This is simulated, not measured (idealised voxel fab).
process module | voxel ribs on slabs
cross-section cut | 240 nm wide | cells 5 nm
A cross-section is a grid of square cells, given in bands from the top down. A band is one or more rows of cells.
Each band's line starts with the height of the band's top and of its bottom, in nm. Then come its materials from left to right, each with its width in nm. One material with "throughout" fills the band from edge to edge. "air" is empty space.
Height 0 is the level under which the wafer as received is all one material. The lowest band goes on downwards, as in "0 down".
A width such as "30 to 40" changes by the same amount from each row of cells to the next, from the band's top row to its bottom row.
"no change" after a step means that no cell of the cross-section changed.
closed voids: empty space of 8 cells or more with no open way to the top, each as width x height at its distance from the left edge, in nm
after a step's settings: what the simulator itself notes on the step
overlay nm, on a step with a mask: how far to the right of its planned place the mask lay; to the left if negative
plan
1 op RECEIVE | material Si
2 op DIRECTIONAL_DEP | material SiO2 | thk nm 20
3 op DIRECTIONAL_DEP | material SiN | thk nm 20
4 op MASKED_ETCH | tone cover | mask id RIB | width nm 20 | etch materials SiN | depth nm 5 | overlay nm 0
5 op DIRECTIONAL_DEP | material aC | thk nm 10
6 op PATTERN | tone cover | mask id SLAB | material resist | width nm 60 | thk nm 25 | overlay nm 0
7 op DIRECTIONAL_ETCH | etch materials aC | depth nm 10
8 op STRIP | etch materials resist
9 op DIRECTIONAL_ETCH | etch materials SiN | depth nm 15
10 op STRIP | etch materials aC
11 op FILL_DEP | material SiO2 | thk nm 25
12 op CMP | height nm 55
13 op DIRECTIONAL_DEP | material W | thk nm 5
14 op DIRECTIONAL_DEP | material aC | thk nm 15
15 op PATTERN | tone cover | mask id HEATER | material resist | width nm 20 | thk nm 30 | overlay nm 0
16 op DIRECTIONAL_ETCH | etch materials aC | depth nm 15
17 op STRIP | etch materials resist
18 op DIRECTIONAL_ETCH | etch materials W | depth nm 5
19 op STRIP | etch materials aC
20 op CONFORMAL_DEP | material SiO2 | thk nm 5
varied across the wafers: width nm of step 15. The plan shows the first wafer's value. All wafers start alike
first wafer as received, after step 1
  0 down: Si throughout
  closed voids: none
first wafer at the end, after step 20
  65 to 60: air 105 | SiO2 30 | air 105
  60 to 55: SiO2 110 | W 20 | SiO2 110
  55 to 40: SiO2 throughout
  40 to 35: SiO2 110 | SiN 20 | SiO2 110
  35 to 20: SiO2 90 | SiN 60 | SiO2 90
  20 to 0: SiO2 throughout
  0 down: Si throughout
  closed voids: none
last wafer at the end
  65 to 60: air 95 | SiO2 55 | air 90
  60 to 55: SiO2 100 | W 45 | SiO2 95
  55 to 40: SiO2 throughout
  40 to 35: SiO2 110 | SiN 20 | SiO2 110
  35 to 20: SiO2 90 | SiN 60 | SiO2 90
  20 to 0: SiO2 throughout
  0 down: Si throughout
  closed voids: none
each wafer at the end: cells of each material gained (+) or lost (-) since it was received, then its closed voids
width nm 20 | +40 SiN | +538 SiO2 | +4 W | closed voids: none
width nm 25 | +40 SiN | +538 SiO2 | +5 W | closed voids: none
width nm 30 | +40 SiN | +538 SiO2 | +6 W | closed voids: none
width nm 35 | +40 SiN | +538 SiO2 | +7 W | closed voids: none
width nm 40 | +40 SiN | +538 SiO2 | +8 W | closed voids: none
width nm 45 | +40 SiN | +538 SiO2 | +9 W | closed voids: none
